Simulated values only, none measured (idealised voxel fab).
process module | voxel trench capacitor
cross-section cut | 165 nm wide | cells 5 nm
A cross-section is a grid of square cells, given in bands from the top down. A band is one or more rows of cells.
Each band's line starts with the height of the band's top and of its bottom, in nm. Then come its materials from left to right, each with its width in nm. One material with "throughout" fills the band from edge to edge. "air" is empty space.
Height 0 is the level under which the wafer as received is all one material. The lowest band goes on downwards, as in "0 down".
A width such as "30 to 40" changes by the same amount from each row of cells to the next, from the band's top row to its bottom row.
"no change" after a step means that no cell of the cross-section changed.
closed voids: empty space of 8 cells or more with no open way to the top, each as width x height at its distance from the left edge, in nm
after a step's settings: what the simulator itself notes on the step
overlay nm, on a step with a mask: how far to the right of its planned place the mask lay; to the left if negative
plan
1 op RECEIVE | material Si
2 op CONFORMAL_DEP | material SiN | thk nm 10
3 op DIRECTIONAL_DEP | material aC | thk nm 10
4 op PATTERN | tone open | mask id TRENCH | material resist | width nm 25 | pitch nm 50 | thk nm 30 | overlay nm -15
5 op DIRECTIONAL_ETCH | etch materials aC | depth nm 10
6 op STRIP | etch materials resist
7 op DIRECTIONAL_ETCH | etch materials SiN | depth nm 10
8 op DIRECTIONAL_ETCH | etch materials Si | depth nm 30
9 op STRIP | etch materials aC
10 op CONFORMAL_DEP | material HfO2 | thk nm 5
11 op CONFORMAL_DEP | material TiN | thk nm 5
12 op FILL_DEP | material W | thk nm 5
13 op CMP | height nm 10
varied across the wafers: overlay nm of step 4. The plan shows the first wafer's value. All wafers start alike
first wafer as received, after step 1
  0 down: Si throughout
  closed voids: none
each wafer at the end: cells of each material gained (+) or lost (-) since it was received, then its closed voids
overlay nm -15 | +38 HfO2 | -60 Si | +46 SiN | +30 TiN | +12 W | closed voids: none
overlay nm -10 | +38 HfO2 | -60 Si | +46 SiN | +30 TiN | +12 W | closed voids: none
overlay nm -5 | +38 HfO2 | -60 Si | +46 SiN | +30 TiN | +12 W | closed voids: none
overlay nm 0 | +38 HfO2 | -60 Si | +46 SiN | +30 TiN | +12 W | closed voids: none
overlay nm 5 | +38 HfO2 | -60 Si | +46 SiN | +30 TiN | +12 W | closed voids: none
overlay nm 10 | +38 HfO2 | -60 Si | +46 SiN | +30 TiN | +12 W | closed voids: none
overlay nm 15 | +38 HfO2 | -60 Si | +46 SiN | +30 TiN | +12 W | closed voids: none
